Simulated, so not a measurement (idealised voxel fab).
process module | voxel self aligned vias
cross-section cut | 285 nm wide | cells 5 nm
A cross-section is a grid of square cells, given in bands from the top down. A band is one or more rows of cells.
Each band's line starts with the height of the band's top and of its bottom, in nm. Then come its materials from left to right, each with its width in nm. One material with "throughout" fills the band from edge to edge. "air" is empty space.
Height 0 is the level under which the wafer as received is all one material. The lowest band goes on downwards, as in "0 down".
A width such as "30 to 40" changes by the same amount from each row of cells to the next, from the band's top row to its bottom row.
"no change" after a step means that no cell of the cross-section changed.
closed voids: empty space of 8 cells or more with no open way to the top, each as width x height at its distance from the left edge, in nm
after a step's settings: what the simulator itself notes on the step
overlay nm, on a step with a mask: how far to the right of its planned place the mask lay; to the left if negative
plan
1 op RECEIVE | material Si
2 op CONFORMAL_DEP | material SiO2 | thk nm 10
3 op CONFORMAL_DEP | material SiCN | thk nm 5
4 op DIRECTIONAL_DEP | material SiO2 | thk nm 30
5 op DIRECTIONAL_DEP | material aC | thk nm 10
6 op PATTERN | tone open | mask id LINES | material resist | width nm 25 | pitch nm 60 | thk nm 25 | overlay nm 0
7 op DIRECTIONAL_ETCH | etch materials aC | depth nm 10
8 op STRIP | etch materials resist
9 op DIRECTIONAL_ETCH | etch materials SiO2 | depth nm 30
10 op STRIP | etch materials aC
11 op CONFORMAL_DEP | material TiN | thk nm 5
12 op FILL_DEP | material Ru | thk nm 10
13 op CMP | height nm 45
14 op SELECTIVE_ETCH | etch materials W Ru TiN | depth nm 10
15 op FILL_DEP | material SiN | thk nm 10
16 op CMP | height nm 45
17 op DIRECTIONAL_DEP | material SiO2 | thk nm 20
18 op DIRECTIONAL_DEP | material aC | thk nm 10
19 op PATTERN | tone open | mask id VIAS | material resist | width nm 45 | pitch nm 60 | thk nm 30 | overlay nm 0
20 op DIRECTIONAL_ETCH | etch materials aC | depth nm 10
21 op STRIP | etch materials resist
22 op DIRECTIONAL_ETCH | etch materials SiO2 | depth nm 20
23 op DIRECTIONAL_ETCH | etch materials SiN | depth nm 10
24 op STRIP | etch materials aC
25 op CONFORMAL_DEP | material TiN | thk nm 5
26 op FILL_DEP | material Cu | thk nm 5
27 op CMP | height nm 65
28 op CONFORMAL_DEP | material SiN | thk nm 5
first wafer, as planned
as received, after step 1
  0 down: Si throughout
  closed voids: none
after step 2
  10 to 0: SiO2 throughout
  below 0: unchanged
after step 3
  15 to 10: SiCN throughout
  below 10: unchanged
after step 4
  45 to 15: SiO2 throughout
  below 15: unchanged
after step 5
  55 to 45: aC throughout
  below 45: unchanged
after step 6
  80 to 55: resist 70 | air 25 | resist 35 | air 25 | resist 35 | air 25 | resist 70
  below 55: unchanged
after step 7
  70 to 55: resist 70 | air 25 | resist 35 | air 25 | resist 35 | air 25 | resist 70
  55 to 45: aC 70 | air 25 | aC 35 | air 25 | aC 35 | air 25 | aC 70
  below 45: unchanged
after step 8
  55 to 45: aC 70 | air 25 | aC 35 | air 25 | aC 35 | air 25 | aC 70
  below 45: unchanged
after step 9
  55 to 45: aC 70 | air 25 | aC 35 | air 25 | aC 35 | air 25 | aC 70
  45 to 15: SiO2 70 | air 25 | SiO2 35 | air 25 | SiO2 35 | air 25 | SiO2 70
  below 15: unchanged
after step 10
  45 to 15: SiO2 70 | air 25 | SiO2 35 | air 25 | SiO2 35 | air 25 | SiO2 70
  below 15: unchanged
after step 11
  50 to 45: TiN 75 | air 15 | TiN 45 | air 15 | TiN 45 | air 15 | TiN 75
  45 to 20: SiO2 70 | TiN 5 | air 15 | TiN 5 | SiO2 35 | TiN 5 | air 15 | TiN 5 | SiO2 35 | TiN 5 | air 15 | TiN 5 | SiO2 70
  20 to 15: SiO2 70 | TiN 25 | SiO2 35 | TiN 25 | SiO2 35 | TiN 25 | SiO2 70
  below 15: unchanged
after step 12
  60 to 50: Ru throughout
  50 to 45: TiN 75 | Ru 15 | TiN 45 | Ru 15 | TiN 45 | Ru 15 | TiN 75
  45 to 20: SiO2 70 | TiN 5 | Ru 15 | TiN 5 | SiO2 35 | TiN 5 | Ru 15 | TiN 5 | SiO2 35 | TiN 5 | Ru 15 | TiN 5 | SiO2 70
  below 20: unchanged
after step 13
  45 to 20: SiO2 70 | TiN 5 | Ru 15 | TiN 5 | SiO2 35 | TiN 5 | Ru 15 | TiN 5 | SiO2 35 | TiN 5 | Ru 15 | TiN 5 | SiO2 70
  below 20: unchanged
after step 14
  45 to 35: SiO2 70 | air 25 | SiO2 35 | air 25 | SiO2 35 | air 25 | SiO2 70
  below 35: unchanged
after step 15
  55 to 45: SiN throughout
  45 to 35: SiO2 70 | SiN 25 | SiO2 35 | SiN 25 | SiO2 35 | SiN 25 | SiO2 70
  below 35: unchanged
after step 16
  45 to 35: SiO2 70 | SiN 25 | SiO2 35 | SiN 25 | SiO2 35 | SiN 25 | SiO2 70
  below 35: unchanged
after step 17
  65 to 45: SiO2 throughout
  below 45: unchanged
after step 18
  75 to 65: aC throughout
  below 65: unchanged
after step 19
  105 to 75: resist 60 | air 45 | resist 15 | air 45 | resist 15 | air 45 | resist 60
  below 75: unchanged
after step 20
  95 to 75: resist 60 | air 45 | resist 15 | air 45 | resist 15 | air 45 | resist 60
  75 to 65: aC 60 | air 45 | aC 15 | air 45 | aC 15 | air 45 | aC 60
  below 65: unchanged
after step 21
  75 to 65: aC 60 | air 45 | aC 15 | air 45 | aC 15 | air 45 | aC 60
  below 65: unchanged
after step 22
  75 to 65: aC 60 | air 45 | aC 15 | air 45 | aC 15 | air 45 | aC 60
  65 to 45: SiO2 60 | air 45 | SiO2 15 | air 45 | SiO2 15 | air 45 | SiO2 60
  below 45: unchanged
after step 23
  75 to 65: aC 60 | air 45 | aC 15 | air 45 | aC 15 | air 45 | aC 60
  65 to 45: SiO2 60 | air 45 | SiO2 15 | air 45 | SiO2 15 | air 45 | SiO2 60
  45 to 35: SiO2 70 | air 25 | SiO2 35 | air 25 | SiO2 35 | air 25 | SiO2 70
  below 35: unchanged
after step 24
  65 to 45: SiO2 60 | air 45 | SiO2 15 | air 45 | SiO2 15 | air 45 | SiO2 60
  below 45: unchanged
after step 25
  70 to 65: TiN 65 | air 35 | TiN 25 | air 35 | TiN 25 | air 35 | TiN 65
  65 to 50: SiO2 60 | TiN 5 | air 35 | TiN 5 | SiO2 15 | TiN 5 | air 35 | TiN 5 | SiO2 15 | TiN 5 | air 35 | TiN 5 | SiO2 60
  50 to 40: SiO2 60 to 70 | TiN 15 to 5 | air 15 | TiN 15 to 5 | SiO2 15 to 35 | TiN 15 to 5 | air 15 | TiN 15 to 5 | SiO2 15 to 35 | TiN 15 to 5 | air 15 | TiN 15 to 5 | SiO2 60 to 70
  40 to 35: SiO2 70 | TiN 25 | SiO2 35 | TiN 25 | SiO2 35 | TiN 25 | SiO2 70
  below 35: unchanged
after step 26
  75 to 70: Cu throughout
  70 to 65: TiN 65 | Cu 35 | TiN 25 | Cu 35 | TiN 25 | Cu 35 | TiN 65
  65 to 50: SiO2 60 | TiN 5 | Cu 35 | TiN 5 | SiO2 15 | TiN 5 | Cu 35 | TiN 5 | SiO2 15 | TiN 5 | Cu 35 | TiN 5 | SiO2 60
  50 to 40: SiO2 60 to 70 | TiN 15 to 5 | Cu 15 | TiN 15 to 5 | SiO2 15 to 35 | TiN 15 to 5 | Cu 15 | TiN 15 to 5 | SiO2 15 to 35 | TiN 15 to 5 | Cu 15 | TiN 15 to 5 | SiO2 60 to 70
  below 40: unchanged
after step 27
  65 to 50: SiO2 60 | TiN 5 | Cu 35 | TiN 5 | SiO2 15 | TiN 5 | Cu 35 | TiN 5 | SiO2 15 | TiN 5 | Cu 35 | TiN 5 | SiO2 60
  below 50: unchanged
after step 28
  70 to 65: SiN throughout
  below 65: unchanged
second wafer: like start, like plan, one mistake. Through step 2 it matches the first wafer
when step 3 should have ended
  40 to 0: SiO2 throughout
  below 0: unchanged
when step 4 should have ended
  45 to 40: SiCN throughout
  below 40: unchanged
when step 5 should have ended
  55 to 45: aC throughout
  below 45: unchanged
when step 6 should have ended
  80 to 55: resist 70 | air 25 | resist 35 | air 25 | resist 35 | air 25 | resist 70
  below 55: unchanged
when step 7 should have ended
  70 to 55: resist 70 | air 25 | resist 35 | air 25 | resist 35 | air 25 | resist 70
  55 to 45: aC 70 | air 25 | aC 35 | air 25 | aC 35 | air 25 | aC 70
  below 45: unchanged
when step 8 should have ended
  55 to 45: aC 70 | air 25 | aC 35 | air 25 | aC 35 | air 25 | aC 70
  below 45: unchanged
when step 9 should have ended: no change
when step 10 should have ended
  45 to 40: SiCN throughout
  below 40: unchanged
when step 11 should have ended
  50 to 45: TiN throughout
  below 45: unchanged
when step 12 should have ended
  60 to 50: Ru throughout
  below 50: unchanged
when step 13 should have ended
  45 to 40: SiCN throughout
  below 40: unchanged
when step 14 should have ended: no change
when step 15 should have ended
  55 to 45: SiN throughout
  below 45: unchanged
when step 16 should have ended
  45 to 40: SiCN throughout
  below 40: unchanged
when step 17 should have ended
  65 to 45: SiO2 throughout
  below 45: unchanged
when step 18 should have ended
  75 to 65: aC throughout
  below 65: unchanged
when step 19 should have ended
  105 to 75: resist 60 | air 45 | resist 15 | air 45 | resist 15 | air 45 | resist 60
  below 75: unchanged
when step 20 should have ended
  95 to 75: resist 60 | air 45 | resist 15 | air 45 | resist 15 | air 45 | resist 60
  75 to 65: aC 60 | air 45 | aC 15 | air 45 | aC 15 | air 45 | aC 60
  below 65: unchanged
when step 21 should have ended
  75 to 65: aC 60 | air 45 | aC 15 | air 45 | aC 15 | air 45 | aC 60
  below 65: unchanged
when step 22 should have ended
  75 to 65: aC 60 | air 45 | aC 15 | air 45 | aC 15 | air 45 | aC 60
  65 to 45: SiO2 60 | air 45 | SiO2 15 | air 45 | SiO2 15 | air 45 | SiO2 60
  below 45: unchanged
when step 23 should have ended: no change
when step 24 should have ended
  65 to 45: SiO2 60 | air 45 | SiO2 15 | air 45 | SiO2 15 | air 45 | SiO2 60
  below 45: unchanged
when step 25 should have ended
  70 to 65: TiN 65 | air 35 | TiN 25 | air 35 | TiN 25 | air 35 | TiN 65
  65 to 50: SiO2 60 | TiN 5 | air 35 | TiN 5 | SiO2 15 | TiN 5 | air 35 | TiN 5 | SiO2 15 | TiN 5 | air 35 | TiN 5 | SiO2 60
  50 to 45: SiO2 60 | TiN 45 | SiO2 15 | TiN 45 | SiO2 15 | TiN 45 | SiO2 60
  below 45: unchanged
when step 26 should have ended
  75 to 70: Cu throughout
  70 to 65: TiN 65 | Cu 35 | TiN 25 | Cu 35 | TiN 25 | Cu 35 | TiN 65
  65 to 50: SiO2 60 | TiN 5 | Cu 35 | TiN 5 | SiO2 15 | TiN 5 | Cu 35 | TiN 5 | SiO2 15 | TiN 5 | Cu 35 | TiN 5 | SiO2 60
  below 50: unchanged
when step 27 should have ended
  65 to 50: SiO2 60 | TiN 5 | Cu 35 | TiN 5 | SiO2 15 | TiN 5 | Cu 35 | TiN 5 | SiO2 15 | TiN 5 | Cu 35 | TiN 5 | SiO2 60
  below 50: unchanged
when step 28 should have ended
  70 to 65: SiN throughout
  below 65: unchanged
what went wrong: steps 3 and 4 were swapped
at the end the second wafer has, in cells: 18 fewer of Cu | 27 fewer of Ru | 90 more of SiO2 | 45 fewer of TiN
